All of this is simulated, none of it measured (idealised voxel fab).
This section sets out a process module, namely voxel wiring stack.
The cross-section shown here is cut; it is 215 nm wide and divided into square cells measuring 5 nm on a side.
Bands, listed from the top down, are how a cross-section gets written in this document; the cross-section itself is a grid of square cells, and a band is one or more rows of them. It is stipulated that each band's entry specify, in nanometres, the height of the top of the band and then that of its bottom, followed by the materials of the band in left-to-right sequence, each together with its width in nanometres. A single material marked by the word "everywhere" is understood to fill the band from edge to edge; the word "blank" is understood to denote empty space. Below 0: as-received wafer, all one material; heights counted from there. Lowest band: no bottom, goes on down, written "0 and below". You'd read "30->40" like this: the band's top row of cells is as wide as the first number, its bottom row is as wide as the second, and going down, every row changes width by the same amount as the row before did. You'll sometimes find "same as before" written for a step, and that's the way of saying that nowhere in the cross-section did a cell change during that step. Each empty space that has no open way to the top and spans at least 8 cells appears under "Closed internal voids" as width x height at distance, the distance counted from the left edge, all in nm. On a step's line, text after the settings is the simulator commenting on that step. The line of a step may include "overlay nm". On a step with a mask, this value is how far to the right of its planned place the mask lay. A negative value means the mask lay to the left. Reading guide: pairs of cross-sections, before and after one process step; after view cut off at lowest changed band; step and settings listed under each pair. Pairs may stem from different runs of this module on the same starting wafer; continuity with the pair above only where the "Pre-process" entry states it.
-- Pre-process
> 120 down to 105 | blank: 45, Ru: 25, blank: 25, Ru: 25, blank: 25, Ru: 25, blank: 45
> 105 down to 100 | TiN everywhere
> 100 down to 85 | lowk: 45, TiN: 5, Cu: 5, TiN: 5, lowk: 85, TiN: 5, Cu: 5, TiN: 5, lowk: 55
> 85 down to 80 | SiCN: 45, TiN: 15, SiCN: 85, TiN: 15, SiCN: 55
> 80 down to 70 | SiO2: 60, Ru: 10, SiO2: 25, Ru: 25, SiO2: 40, Ru: 10, SiO2: 45
> 70 down to 65 | SiO2: 60, TiN: 10, SiO2: 25, TiN: 25, SiO2: 40, TiN: 10, SiO2: 45
> 65 down to 45 | lowk: 45, Ru: 15, lowk: 85, Ru: 15, lowk: 55
> 45 down to 40 | SiCN: 45, TiN: 15, SiCN: 85, TiN: 15, SiCN: 55
> 40 down to 30 | SiCN everywhere
> 30 down to 15 | SiO2: 45, TiN: 5, W: 15, TiN: 5, SiO2: 25, TiN: 5, W: 15, TiN: 5, SiO2: 25, TiN: 5, W: 15, TiN: 5, SiO2: 45
> 15 down to 10 | SiCN: 45, TiN: 25, SiCN: 25, TiN: 25, SiCN: 25, TiN: 25, SiCN: 45
> 10 down to 0 | SiO2 everywhere
> 0 and below | Si everywhere
> Closed internal voids: none
-- Cross-Section Thereafter
> 120 down to 105 | blank: 45, Ru: 25, blank: 25, Ru: 25, blank: 25, Ru: 25, blank: 45
> 105 down to 100 | blank: 45, TiN: 25, blank: 25, TiN: 25, blank: 25, TiN: 25, blank: 45
> Heights below 100 show no change.
> Closed internal voids: none
Can you say which step sits between the two cross-sections above? op MASKED_ETCH | tone cover | mask id METAL_3 | width nm 25 | pitch nm 50 | etch materials TiN | depth nm 5 | overlay nm 0
Pre-process: just use the after drawing of the pair above as your starting point.
-- Cross-Section Thereafter
> 130 down to 120 | SiO2 everywhere
> 120 down to 105 | SiO2: 45, Ru: 25, SiO2: 25, Ru: 25, SiO2: 25, Ru: 25, SiO2: 45
> 105 down to 100 | SiO2: 45, TiN: 25, SiO2: 25, TiN: 25, SiO2: 25, TiN: 25, SiO2: 45
> Heights below 100 show no change.
> Closed internal voids: none
Can you say which step sits between the two cross-sections above? op FILL_DEP | material SiO2 | thk nm 10
Pre-process: just use the after drawing of the pair above as your starting point.
-- Cross-Section Thereafter
> 120 down to 105 | SiO2: 45, Ru: 25, SiO2: 25, Ru: 25, SiO2: 25, Ru: 25, SiO2: 45
> Heights below 105 show no change.
> Closed internal voids: none
Can you say which step sits between the two cross-sections above? op CMP | height nm 120
Pre-process: just use the after drawing of the pair above as your starting point.
-- Cross-Section Thereafter
> 125 down to 120 | SiN everywhere
> Heights below 120 show no change.
> Closed internal voids: none
Can you say which step sits between the two cross-sections above? op CONFORMAL_DEP | material SiN | thk nm 5
-- Pre-process
> 120 down to 105 | blank: 45, Ru: 25, blank: 25, Ru: 25, blank: 25, Ru: 25, blank: 45
> 105 down to 100 | TiN everywhere
> 100 down to 85 | lowk: 45, TiN: 5, Cu: 5, TiN: 5, lowk: 85, TiN: 5, Cu: 5, TiN: 5, lowk: 55
> 85 down to 80 | SiCN: 45, TiN: 15, SiCN: 85, TiN: 15, SiCN: 55
> 80 down to 60 | SiO2: 45, Ru: 25, SiO2: 25, Ru: 25, SiO2: 25, Ru: 25, SiO2: 45
> 60 down to 55 | SiO2: 45, TiN: 25, SiO2: 25, TiN: 25, SiO2: 25, TiN: 25, SiO2: 45
> 55 down to 35 | lowk: 45, Ru: 15, lowk: 85, Ru: 15, lowk: 55
> 35 down to 30 | SiCN: 45, Ru: 15, SiCN: 85, Ru: 15, SiCN: 55
> 30 down to 15 | SiO2: 45, TiN: 5, W: 15, TiN: 5, SiO2: 25, TiN: 5, W: 15, TiN: 5, SiO2: 25, TiN: 5, W: 15, TiN: 5, SiO2: 45
> 15 down to 10 | SiCN: 45, TiN: 25, SiCN: 25, TiN: 25, SiCN: 25, TiN: 25, SiCN: 45
> 10 down to 0 | SiO2 everywhere
> 0 and below | Si everywhere
> Closed internal voids: none
-- Cross-Section Thereafter
> 120 down to 105 | blank: 45, Ru: 25, blank: 25, Ru: 25, blank: 25, Ru: 25, blank: 45
> 105 down to 100 | blank: 40, TiN: 35, blank: 15, TiN: 35, blank: 15, TiN: 35, blank: 40
> Heights below 100 show no change.
> Closed internal voids: none
Can you say which step sits between the two cross-sections above? op MASKED_ETCH | tone cover | mask id METAL_3 | width nm 35 | pitch nm 50 | etch materials TiN | depth nm 5 | overlay nm 0
Pre-process: just use the after drawing of the pair above as your starting point.
-- Cross-Section Thereafter
> 130 down to 120 | SiO2 everywhere
> 120 down to 105 | SiO2: 45, Ru: 25, SiO2: 25, Ru: 25, SiO2: 25, Ru: 25, SiO2: 45
> 105 down to 100 | SiO2: 40, TiN: 35, SiO2: 15, TiN: 35, SiO2: 15, TiN: 35, SiO2: 40
> Heights below 100 show no change.
> Closed internal voids: none
Can you say which step sits between the two cross-sections above? op FILL_DEP | material SiO2 | thk nm 10
Pre-process: just use the after drawing of the pair above as your starting point.
-- Cross-Section Thereafter
> 120 down to 105 | SiO2: 45, Ru: 25, SiO2: 25, Ru: 25, SiO2: 25, Ru: 25, SiO2: 45
> Heights below 105 show no change.
> Closed internal voids: none
Can you say which step sits between the two cross-sections above? op CMP | height nm 120
Pre-process: just use the after drawing of the pair above as your starting point.
-- Cross-Section Thereafter
> 125 down to 120 | SiN everywhere
> Heights below 120 show no change.
> Closed internal voids: none
Can you say which step sits between the two cross-sections above? op CONFORMAL_DEP | material SiN | thk nm 5
-- Pre-process
> 100 down to 85 | lowk everywhere
> 85 down to 80 | SiCN everywhere
> 80 down to 60 | SiO2: 45, Ru: 25, SiO2: 25, Ru: 25, SiO2: 25, Ru: 25, SiO2: 45
> 60 down to 55 | SiO2: 45, TiN: 25, SiO2: 25, TiN: 25, SiO2: 25, TiN: 25, SiO2: 45
> 55 down to 35 | lowk: 45, Ru: 15, lowk: 85, Ru: 15, lowk: 55
> 35 down to 30 | SiCN: 45, Ru: 15, SiCN: 85, Ru: 15, SiCN: 55
> 30 down to 15 | SiO2: 45, TiN: 5, W: 15, TiN: 5, SiO2: 25, TiN: 5, W: 15, TiN: 5, SiO2: 25, TiN: 5, W: 15, TiN: 5, SiO2: 45
> 15 down to 10 | SiCN: 45, TiN: 25, SiCN: 25, TiN: 25, SiCN: 25, TiN: 25, SiCN: 45
> 10 down to 0 | SiO2 everywhere
> 0 and below | Si everywhere
> Closed internal voids: none
-- Cross-Section Thereafter
> 120 down to 100 | resist: 35, blank: 15, resist: 85, blank: 15, resist: 65
> Heights below 100 show no change.
> Closed internal voids: none
Can you say which step sits between the two cross-sections above? op PATTERN | tone open | mask id PLUG_2 | material resist | width nm 15 | pitch nm 100 | thk nm 20 | overlay nm -10
Pre-process: just use the after drawing of the pair above as your starting point.
-- Cross-Section Thereafter
> 120 down to 100 | resist: 35, blank: 15, resist: 85, blank: 15, resist: 65
> 100 down to 85 | lowk: 35, blank: 15, lowk: 85, blank: 15, lowk: 65
> Heights below 85 show no change.
> Closed internal voids: none
Can you say which step sits between the two cross-sections above? op DIRECTIONAL_ETCH | etch materials lowk | depth nm 15
Pre-process: just use the after drawing of the pair above as your starting point.
-- Cross-Section Thereafter
> 120 down to 100 | resist: 35, blank: 15, resist: 85, blank: 15, resist: 65
> 100 down to 85 | lowk: 35, blank: 15, lowk: 85, blank: 15, lowk: 65
> 85 down to 80 | SiCN: 35, blank: 15, SiCN: 85, blank: 15, SiCN: 65
> Heights below 80 show no change.
> Closed internal voids: none
Can you say which step sits between the two cross-sections above? op DIRECTIONAL_ETCH | etch materials SiCN | depth nm 5
Pre-process: just use the after drawing of the pair above as your starting point.
-- Cross-Section Thereafter
> 100 down to 85 | lowk: 35, blank: 15, lowk: 85, blank: 15, lowk: 65
> Heights below 85 show no change.
> Closed internal voids: none
Can you say which step sits between the two cross-sections above? op STRIP | etch materials resist
Pre-process: just use the after drawing of the pair above as your starting point.
-- Cross-Section Thereafter
> 105 down to 100 | TiN: 40, blank: 5, TiN: 95, blank: 5, TiN: 70
> 100 down to 85 | lowk: 35, TiN: 5, blank: 5, TiN: 5, lowk: 85, TiN: 5, blank: 5, TiN: 5, lowk: 65
> 85 down to 80 | SiCN: 35, TiN: 15, SiCN: 85, TiN: 15, SiCN: 65
> Heights below 80 show no change.
> Closed internal voids: none
Can you say which step sits between the two cross-sections above? op CONFORMAL_DEP | material TiN | thk nm 5
Pre-process: just use the after drawing of the pair above as your starting point.
-- Cross-Section Thereafter
> 110 down to 105 | Cu everywhere
> 105 down to 100 | TiN: 40, Cu: 5, TiN: 95, Cu: 5, TiN: 70
> 100 down to 85 | lowk: 35, TiN: 5, Cu: 5, TiN: 5, lowk: 85, TiN: 5, Cu: 5, TiN: 5, lowk: 65
> Heights below 85 show no change.
> Closed internal voids: none
Can you say which step sits between the two cross-sections above? op FILL_DEP | material Cu | thk nm 5
Pre-process: just use the after drawing of the pair above as your starting point.
-- Cross-Section Thereafter
> 100 down to 85 | lowk: 35, TiN: 5, Cu: 5, TiN: 5, lowk: 85, TiN: 5, Cu: 5, TiN: 5, lowk: 65
> Heights below 85 show no change.
> Closed internal voids: none
Can you say which step sits between the two cross-sections above? op CMP | height nm 100
Pre-process: just use the after drawing of the pair above as your starting point.
-- Cross-Section Thereafter
> 105 down to 100 | TiN everywhere
> Heights below 100 show no change.
> Closed internal voids: none
Can you say which step sits between the two cross-sections above? op DIRECTIONAL_DEP | material TiN | thk nm 5
Pre-process: just use the after drawing of the pair above as your starting point.
-- Cross-Section Thereafter
> 120 down to 105 | Ru everywhere
> Heights below 105 show no change.
> Closed internal voids: none
Can you say which step sits between the two cross-sections above? op DIRECTIONAL_DEP | material Ru | thk nm 15
Pre-process: just use the after drawing of the pair above as your starting point.
-- Cross-Section Thereafter
> 120 down to 105 | blank: 45, Ru: 25, blank: 25, Ru: 25, blank: 25, Ru: 25, blank: 45
> Heights below 105 show no change.
> Closed internal voids: none
Can you say which step sits between the two cross-sections above? op MASKED_ETCH | tone cover | mask id METAL_3 | width nm 25 | pitch nm 50 | etch materials Ru | depth nm 15 | overlay nm 0
Pre-process: just use the after drawing of the pair above as your starting point.
-- Cross-Section Thereafter
> 120 down to 105 | blank: 45, Ru: 25, blank: 25, Ru: 25, blank: 25, Ru: 25, blank: 45
> 105 down to 100 | blank: 45, TiN: 25, blank: 25, TiN: 25, blank: 25, TiN: 25, blank: 45
> Heights below 100 show no change.
> Closed internal voids: none
Can you say which step sits between the two cross-sections above? op MASKED_ETCH | tone cover | mask id METAL_3 | width nm 25 | pitch nm 50 | etch materials TiN | depth nm 5 | overlay nm 0
Pre-process: just use the after drawing of the pair above as your starting point.
-- Cross-Section Thereafter
> 130 down to 120 | SiO2 everywhere
> 120 down to 105 | SiO2: 45, Ru: 25, SiO2: 25, Ru: 25, SiO2: 25, Ru: 25, SiO2: 45
> 105 down to 100 | SiO2: 45, TiN: 25, SiO2: 25, TiN: 25, SiO2: 25, TiN: 25, SiO2: 45
> Heights below 100 show no change.
> Closed internal voids: none
Can you say which step sits between the two cross-sections above? op FILL_DEP | material SiO2 | thk nm 10
Pre-process: just use the after drawing of the pair above as your starting point.
-- Cross-Section Thereafter
> 120 down to 105 | SiO2: 45, Ru: 25, SiO2: 25, Ru: 25, SiO2: 25, Ru: 25, SiO2: 45
> Heights below 105 show no change.
> Closed internal voids: none
Can you say which step sits between the two cross-sections above? op CMP | height nm 120
Pre-process: just use the after drawing of the pair above as your starting point.
-- Cross-Section Thereafter
> 125 down to 120 | SiN everywhere
> Heights below 120 show no change.
> Closed internal voids: none
Can you say which step sits between the two cross-sections above? op CONFORMAL_DEP | material SiN | thk nm 5
-- Pre-process
> 80 down to 60 | blank: 45, Ru: 25, blank: 25, Ru: 25, blank: 25, Ru: 25, blank: 45
> 60 down to 55 | blank: 45, TiN: 25, blank: 25, TiN: 25, blank: 25, TiN: 25, blank: 45
> 55 down to 35 | lowk: 45, Ru: 15, lowk: 85, Ru: 15, lowk: 55
> 35 down to 30 | SiCN: 45, Ru: 15, SiCN: 85, Ru: 15, SiCN: 55
> 30 down to 15 | SiO2: 45, TiN: 5, W: 15, TiN: 5, SiO2: 25, TiN: 5, W: 15, TiN: 5, SiO2: 25, TiN: 5, W: 15, TiN: 5, SiO2: 45
> 15 down to 10 | SiCN: 45, TiN: 25, SiCN: 25, TiN: 25, SiCN: 25, TiN: 25, SiCN: 45
> 10 down to 0 | SiO2 everywhere
> 0 and below | Si everywhere
> Closed internal voids: none
-- Cross-Section Thereafter
> 90 down to 80 | lowk everywhere
> 80 down to 60 | lowk: 45, Ru: 25, lowk: 25, Ru: 25, lowk: 25, Ru: 25, lowk: 45
> 60 down to 55 | lowk: 45, TiN: 25, lowk: 25, TiN: 25, lowk: 25, TiN: 25, lowk: 45
> Heights below 55 show no change.
> Closed internal voids: none
Can you say which step sits between the two cross-sections above? op FILL_DEP | material lowk | thk nm 10
Pre-process: just use the after drawing of the pair above as your starting point.
-- Cross-Section Thereafter
> 80 down to 60 | lowk: 45, Ru: 25, lowk: 25, Ru: 25, lowk: 25, Ru: 25, lowk: 45
> Heights below 60 show no change.
> Closed internal voids: none
Can you say which step sits between the two cross-sections above? op CMP | height nm 80
Pre-process: just use the after drawing of the pair above as your starting point.
-- Cross-Section Thereafter
> 85 down to 80 | SiCN everywhere
> Heights below 80 show no change.
> Closed internal voids: none
Can you say which step sits between the two cross-sections above? op CONFORMAL_DEP | material SiCN | thk nm 5
Pre-process: just use the after drawing of the pair above as your starting point.
-- Cross-Section Thereafter
> 100 down to 85 | lowk everywhere
> Heights below 85 show no change.
> Closed internal voids: none
Can you say which step sits between the two cross-sections above? op DIRECTIONAL_DEP | material lowk | thk nm 15
Pre-process: just use the after drawing of the pair above as your starting point.
-- Cross-Section Thereafter
> 120 down to 100 | resist: 45, blank: 15, resist: 85, blank: 15, resist: 55
> Heights below 100 show no change.
> Closed internal voids: none
Can you say which step sits between the two cross-sections above? op PATTERN | tone open | mask id PLUG_2 | material resist | width nm 15 | pitch nm 100 | thk nm 20 | overlay nm 0
Pre-process: just use the after drawing of the pair above as your starting point.
-- Cross-Section Thereafter
> 120 down to 100 | resist: 45, blank: 15, resist: 85, blank: 15, resist: 55
> 100 down to 85 | lowk: 45, blank: 15, lowk: 85, blank: 15, lowk: 55
> Heights below 85 show no change.
> Closed internal voids: none
Can you say which step sits between the two cross-sections above? op DIRECTIONAL_ETCH | etch materials lowk | depth nm 15
Pre-process: just use the after drawing of the pair above as your starting point.
-- Cross-Section Thereafter
> 120 down to 100 | resist: 45, blank: 15, resist: 85, blank: 15, resist: 55
> 100 down to 85 | lowk: 45, blank: 15, lowk: 85, blank: 15, lowk: 55
> 85 down to 80 | SiCN: 45, blank: 15, SiCN: 85, blank: 15, SiCN: 55
> Heights below 80 show no change.
> Closed internal voids: none
Can you say which step sits between the two cross-sections above? op DIRECTIONAL_ETCH | etch materials SiCN | depth nm 5
Pre-process: just use the after drawing of the pair above as your starting point.
-- Cross-Section Thereafter
> 100 down to 85 | lowk: 45, blank: 15, lowk: 85, blank: 15, lowk: 55
> Heights below 85 show no change.
> Closed internal voids: none
Can you say which step sits between the two cross-sections above? op STRIP | etch materials resist
Pre-process: just use the after drawing of the pair above as your starting point.
-- Cross-Section Thereafter
> 105 down to 100 | TiN: 50, blank: 5, TiN: 95, blank: 5, TiN: 60
> 100 down to 85 | lowk: 45, TiN: 5, blank: 5, TiN: 5, lowk: 85, TiN: 5, blank: 5, TiN: 5, lowk: 55
> 85 down to 80 | SiCN: 45, TiN: 15, SiCN: 85, TiN: 15, SiCN: 55
> Heights below 80 show no change.
> Closed internal voids: none
Can you say which step sits between the two cross-sections above? op CONFORMAL_DEP | material TiN | thk nm 5
Pre-process: just use the after drawing of the pair above as your starting point.
-- Cross-Section Thereafter
> 110 down to 105 | Cu everywhere
> 105 down to 100 | TiN: 50, Cu: 5, TiN: 95, Cu: 5, TiN: 60
> 100 down to 85 | lowk: 45, TiN: 5, Cu: 5, TiN: 5, lowk: 85, TiN: 5, Cu: 5, TiN: 5, lowk: 55
> Heights below 85 show no change.
> Closed internal voids: none
Can you say which step sits between the two cross-sections above? op FILL_DEP | material Cu | thk nm 5
Pre-process: just use the after drawing of the pair above as your starting point.
-- Cross-Section Thereafter
> 100 down to 85 | lowk: 45, TiN: 5, Cu: 5, TiN: 5, lowk: 85, TiN: 5, Cu: 5, TiN: 5, lowk: 55
> Heights below 85 show no change.
> Closed internal voids: none
Can you say which step sits between the two cross-sections above? op CMP | height nm 100
Pre-process: just use the after drawing of the pair above as your starting point.
-- Cross-Section Thereafter
> 105 down to 100 | TiN everywhere
> Heights below 100 show no change.
> Closed internal voids: none
Can you say which step sits between the two cross-sections above? op DIRECTIONAL_DEP | material TiN | thk nm 5
Pre-process: just use the after drawing of the pair above as your starting point.
-- Cross-Section Thereafter
> 120 down to 105 | Ru everywhere
> Heights below 105 show no change.
> Closed internal voids: none
Can you say which step sits between the two cross-sections above? op DIRECTIONAL_DEP | material Ru | thk nm 15
Pre-process: just use the after drawing of the pair above as your starting point.
-- Cross-Section Thereafter
> 120 down to 105 | blank: 45, Ru: 25, blank: 25, Ru: 25, blank: 25, Ru: 25, blank: 45
> Heights below 105 show no change.
> Closed internal voids: none
Can you say which step sits between the two cross-sections above? op MASKED_ETCH | tone cover | mask id METAL_3 | width nm 25 | pitch nm 50 | etch materials Ru | depth nm 15 | overlay nm 0
Pre-process: just use the after drawing of the pair above as your starting point.
-- Cross-Section Thereafter
> 120 down to 105 | blank: 45, Ru: 25, blank: 25, Ru: 25, blank: 25, Ru: 25, blank: 45
> 105 down to 100 | blank: 45, TiN: 25, blank: 25, TiN: 25, blank: 25, TiN: 25, blank: 45
> Heights below 100 show no change.
> Closed internal voids: none
Can you say which step sits between the two cross-sections above? op MASKED_ETCH | tone cover | mask id METAL_3 | width nm 25 | pitch nm 50 | etch materials TiN | depth nm 5 | overlay nm 0
Pre-process: just use the after drawing of the pair above as your starting point.
-- Cross-Section Thereafter
> 130 down to 120 | SiO2 everywhere
> 120 down to 105 | SiO2: 45, Ru: 25, SiO2: 25, Ru: 25, SiO2: 25, Ru: 25, SiO2: 45
> 105 down to 100 | SiO2: 45, TiN: 25, SiO2: 25, TiN: 25, SiO2: 25, TiN: 25, SiO2: 45
> Heights below 100 show no change.
> Closed internal voids: none
Can you say which step sits between the two cross-sections above? op FILL_DEP | material SiO2 | thk nm 10
Pre-process: just use the after drawing of the pair above as your starting point.
-- Cross-Section Thereafter
> 120 down to 105 | SiO2: 45, Ru: 25, SiO2: 25, Ru: 25, SiO2: 25, Ru: 25, SiO2: 45
> Heights below 105 show no change.
> Closed internal voids: none
Can you say which step sits between the two cross-sections above? op CMP | height nm 120
Pre-process: just use the after drawing of the pair above as your starting point.
-- Cross-Section Thereafter
> 125 down to 120 | SiN everywhere
> Heights below 120 show no change.
> Closed internal voids: none
Can you say which step sits between the two cross-sections above? op CONFORMAL_DEP | material SiN | thk nm 5
-- Pre-process
> 30 down to 15 | SiO2 everywhere
> 15 down to 10 | SiCN everywhere
> 10 down to 0 | SiO2 everywhere
> 0 and below | Si everywhere
> Closed internal voids: none
-- Cross-Section Thereafter
> 30 down to 15 | blank: 45, SiO2: 25, blank: 25, SiO2: 25, blank: 25, SiO2: 25, blank: 45
> Heights below 15 show no change.
> Closed internal voids: none
Can you say which step sits between the two cross-sections above? op MASKED_ETCH | tone cover | mask id METAL_1 | width nm 25 | pitch nm 50 | etch materials SiO2 | depth nm 15 | overlay nm 0
Pre-process: just use the after drawing of the pair above as your starting point.
-- Cross-Section Thereafter
> 35 down to 30 | blank: 40, TiN: 35, blank: 15, TiN: 35, blank: 15, TiN: 35, blank: 40
> 30 down to 20 | blank: 40, TiN: 5, SiO2: 25, TiN: 5, blank: 15, TiN: 5, SiO2: 25, TiN: 5, blank: 15, TiN: 5, SiO2: 25, TiN: 5, blank: 40
> 20 down to 15 | TiN: 45, SiO2: 25, TiN: 25, SiO2: 25, TiN: 25, SiO2: 25, TiN: 45
> Heights below 15 show no change.
> Closed internal voids: none
Can you say which step sits between the two cross-sections above? op CONFORMAL_DEP | material TiN | thk nm 5
Pre-process: just use the after drawing of the pair above as your starting point.
-- Cross-Section Thereafter
> 40 down to 35 | W everywhere
> 35 down to 30 | W: 40, TiN: 35, W: 15, TiN: 35, W: 15, TiN: 35, W: 40
> 30 down to 20 | W: 40, TiN: 5, SiO2: 25, TiN: 5, W: 15, TiN: 5, SiO2: 25, TiN: 5, W: 15, TiN: 5, SiO2: 25, TiN: 5, W: 40
> Heights below 20 show no change.
> Closed internal voids: none
Can you say which step sits between the two cross-sections above? op FILL_DEP | material W | thk nm 5
Pre-process: just use the after drawing of the pair above as your starting point.
-- Cross-Section Thereafter
> 30 down to 20 | W: 40, TiN: 5, SiO2: 25, TiN: 5, W: 15, TiN: 5, SiO2: 25, TiN: 5, W: 15, TiN: 5, SiO2: 25, TiN: 5, W: 40
> Heights below 20 show no change.
> Closed internal voids: none
Can you say which step sits between the two cross-sections above? op CMP | height nm 30
Pre-process: just use the after drawing of the pair above as your starting point.
-- Cross-Section Thereafter
> 35 down to 30 | SiCN everywhere
> Heights below 30 show no change.
> Closed internal voids: none
Can you say which step sits between the two cross-sections above? op CONFORMAL_DEP | material SiCN | thk nm 5
Pre-process: just use the after drawing of the pair above as your starting point.
-- Cross-Section Thereafter
> 55 down to 35 | lowk everywhere
> Heights below 35 show no change.
> Closed internal voids: none
Can you say which step sits between the two cross-sections above? op DIRECTIONAL_DEP | material lowk | thk nm 20
Pre-process: just use the after drawing of the pair above as your starting point.
-- Cross-Section Thereafter
> 70 down to 55 | resist: 45, blank: 15, resist: 85, blank: 15, resist: 55
> Heights below 55 show no change.
> Closed internal voids: none
Can you say which step sits between the two cross-sections above? op PATTERN | tone open | mask id PLUG_1 | material resist | width nm 15 | pitch nm 100 | thk nm 15 | overlay nm 0
Pre-process: just use the after drawing of the pair above as your starting point.
-- Cross-Section Thereafter
> 70 down to 55 | resist: 45, blank: 15, resist: 85, blank: 15, resist: 55
> 55 down to 35 | lowk: 45, blank: 15, lowk: 85, blank: 15, lowk: 55
> Heights below 35 show no change.
> Closed internal voids: none
Can you say which step sits between the two cross-sections above? op DIRECTIONAL_ETCH | etch materials lowk | depth nm 20
Pre-process: just use the after drawing of the pair above as your starting point.
-- Cross-Section Thereafter
> 70 down to 55 | resist: 45, blank: 15, resist: 85, blank: 15, resist: 55
> 55 down to 35 | lowk: 45, blank: 15, lowk: 85, blank: 15, lowk: 55
> 35 down to 30 | SiCN: 45, blank: 15, SiCN: 85, blank: 15, SiCN: 55
> Heights below 30 show no change.
> Closed internal voids: none
Can you say which step sits between the two cross-sections above? op DIRECTIONAL_ETCH | etch materials SiCN | depth nm 5
Pre-process: just use the after drawing of the pair above as your starting point.
-- Cross-Section Thereafter
> 55 down to 35 | lowk: 45, blank: 15, lowk: 85, blank: 15, lowk: 55
> Heights below 35 show no change.
> Closed internal voids: none
Can you say which step sits between the two cross-sections above? op STRIP | etch materials resist
Pre-process: just use the after drawing of the pair above as your starting point.
-- Cross-Section Thereafter
> 60 down to 55 | TiN: 45, blank: 15, TiN: 85, blank: 15, TiN: 55
> 55 down to 35 | lowk: 45, blank: 15, lowk: 85, blank: 15, lowk: 55
> 35 down to 30 | SiCN: 45, TiN: 15, SiCN: 85, TiN: 15, SiCN: 55
> Heights below 30 show no change.
> Closed internal voids: none
Can you say which step sits between the two cross-sections above? op DIRECTIONAL_DEP | material TiN | thk nm 5
Pre-process: just use the after drawing of the pair above as your starting point.
-- Cross-Section Thereafter
> 80 down to 60 | Ru: 45, blank: 15, Ru: 85, blank: 15, Ru: 55
> 60 down to 55 | TiN: 45, blank: 15, TiN: 85, blank: 15, TiN: 55
> 55 down to 35 | lowk: 45, Ru: 15, lowk: 85, Ru: 15, lowk: 55
> Heights below 35 show no change.
> Closed internal voids: none
Can you say which step sits between the two cross-sections above? op DIRECTIONAL_DEP | material Ru | thk nm 20
Pre-process: just use the after drawing of the pair above as your starting point.
-- Cross-Section Thereafter
> 100 down to 80 | blank: 45, resist: 25, blank: 25, resist: 25, blank: 25, resist: 25, blank: 45
> 80 down to 60 | Ru: 45, resist: 15, Ru: 85, resist: 15, Ru: 55
> 60 down to 55 | TiN: 45, resist: 15, TiN: 85, resist: 15, TiN: 55
> Heights below 55 show no change.
> Closed internal voids: none
Can you say which step sits between the two cross-sections above? op PATTERN | tone cover | mask id METAL_2 | material resist | width nm 25 | pitch nm 50 | thk nm 20 | overlay nm 0
Pre-process: just use the after drawing of the pair above as your starting point.
-- Cross-Section Thereafter
> 100 down to 80 | blank: 45, resist: 25, blank: 25, resist: 25, blank: 25, resist: 25, blank: 45
> 80 down to 60 | blank: 45, resist: 15, Ru: 10, blank: 25, Ru: 25, blank: 25, resist: 15, Ru: 10, blank: 45
> Heights below 60 show no change.
> Closed internal voids: none
Can you say which step sits between the two cross-sections above? op DIRECTIONAL_ETCH | etch materials Ru | depth nm 20
Pre-process: just use the after drawing of the pair above as your starting point.
-- Cross-Section Thereafter
> 100 down to 80 | blank: 45, resist: 25, blank: 25, resist: 25, blank: 25, resist: 25, blank: 45
> 80 down to 60 | blank: 45, resist: 15, Ru: 10, blank: 25, Ru: 25, blank: 25, resist: 15, Ru: 10, blank: 45
> 60 down to 55 | blank: 45, resist: 15, TiN: 10, blank: 25, TiN: 25, blank: 25, resist: 15, TiN: 10, blank: 45
> Heights below 55 show no change.
> Closed internal voids: none
Can you say which step sits between the two cross-sections above? op DIRECTIONAL_ETCH | etch materials TiN | depth nm 5
Pre-process: just use the after drawing of the pair above as your starting point.
-- Cross-Section Thereafter
> 80 down to 60 | blank: 60, Ru: 10, blank: 25, Ru: 25, blank: 40, Ru: 10, blank: 45
> 60 down to 55 | blank: 60, TiN: 10, blank: 25, TiN: 25, blank: 40, TiN: 10, blank: 45
> Heights below 55 show no change.
> Closed internal voids: none
Can you say which step sits between the two cross-sections above? op STRIP | etch materials resist
Pre-process: just use the after drawing of the pair above as your starting point.
-- Cross-Section Thereafter
> 90 down to 80 | SiO2 everywhere
> 80 down to 60 | SiO2: 60, Ru: 10, SiO2: 25, Ru: 25, SiO2: 40, Ru: 10, SiO2: 45
> 60 down to 55 | SiO2: 60, TiN: 10, SiO2: 25, TiN: 25, SiO2: 40, TiN: 10, SiO2: 45
> Heights below 55 show no change.
> Closed internal voids: none
Can you say which step sits between the two cross-sections above? op FILL_DEP | material SiO2 | thk nm 10
Pre-process: just use the after drawing of the pair above as your starting point.
-- Cross-Section Thereafter
> 80 down to 60 | SiO2: 60, Ru: 10, SiO2: 25, Ru: 25, SiO2: 40, Ru: 10, SiO2: 45
> Heights below 60 show no change.
> Closed internal voids: none
Can you say which step sits between the two cross-sections above? op CMP | height nm 80
Pre-process: just use the after drawing of the pair above as your starting point.
-- Cross-Section Thereafter
> 85 down to 80 | SiCN everywhere
> Heights below 80 show no change.
> Closed internal voids: none
Can you say which step sits between the two cross-sections above? op CONFORMAL_DEP | material SiCN | thk nm 5
Pre-process: just use the after drawing of the pair above as your starting point.
-- Cross-Section Thereafter
> 100 down to 85 | lowk everywhere
> Heights below 85 show no change.
> Closed internal voids: none
Can you say which step sits between the two cross-sections above? op DIRECTIONAL_DEP | material lowk | thk nm 15
Pre-process: just use the after drawing of the pair above as your starting point.
-- Cross-Section Thereafter
> 120 down to 100 | resist: 45, blank: 15, resist: 85, blank: 15, resist: 55
> Heights below 100 show no change.
> Closed internal voids: none
Can you say which step sits between the two cross-sections above? op PATTERN | tone open | mask id PLUG_2 | material resist | width nm 15 | pitch nm 100 | thk nm 20 | overlay nm 0
Pre-process: just use the after drawing of the pair above as your starting point.
-- Cross-Section Thereafter
> 120 down to 100 | resist: 45, blank: 15, resist: 85, blank: 15, resist: 55
> 100 down to 85 | lowk: 45, blank: 15, lowk: 85, blank: 15, lowk: 55
> Heights below 85 show no change.
> Closed internal voids: none
Can you say which step sits between the two cross-sections above? op DIRECTIONAL_ETCH | etch materials lowk | depth nm 15
Pre-process: just use the after drawing of the pair above as your starting point.
-- Cross-Section Thereafter
> 120 down to 100 | resist: 45, blank: 15, resist: 85, blank: 15, resist: 55
> 100 down to 85 | lowk: 45, blank: 15, lowk: 85, blank: 15, lowk: 55
> 85 down to 80 | SiCN: 45, blank: 15, SiCN: 85, blank: 15, SiCN: 55
> Heights below 80 show no change.
> Closed internal voids: none
Can you say which step sits between the two cross-sections above? op DIRECTIONAL_ETCH | etch materials SiCN | depth nm 5
Pre-process: just use the after drawing of the pair above as your starting point.
-- Cross-Section Thereafter
> 100 down to 85 | lowk: 45, blank: 15, lowk: 85, blank: 15, lowk: 55
> Heights below 85 show no change.
> Closed internal voids: none
Can you say which step sits between the two cross-sections above? op STRIP | etch materials resist
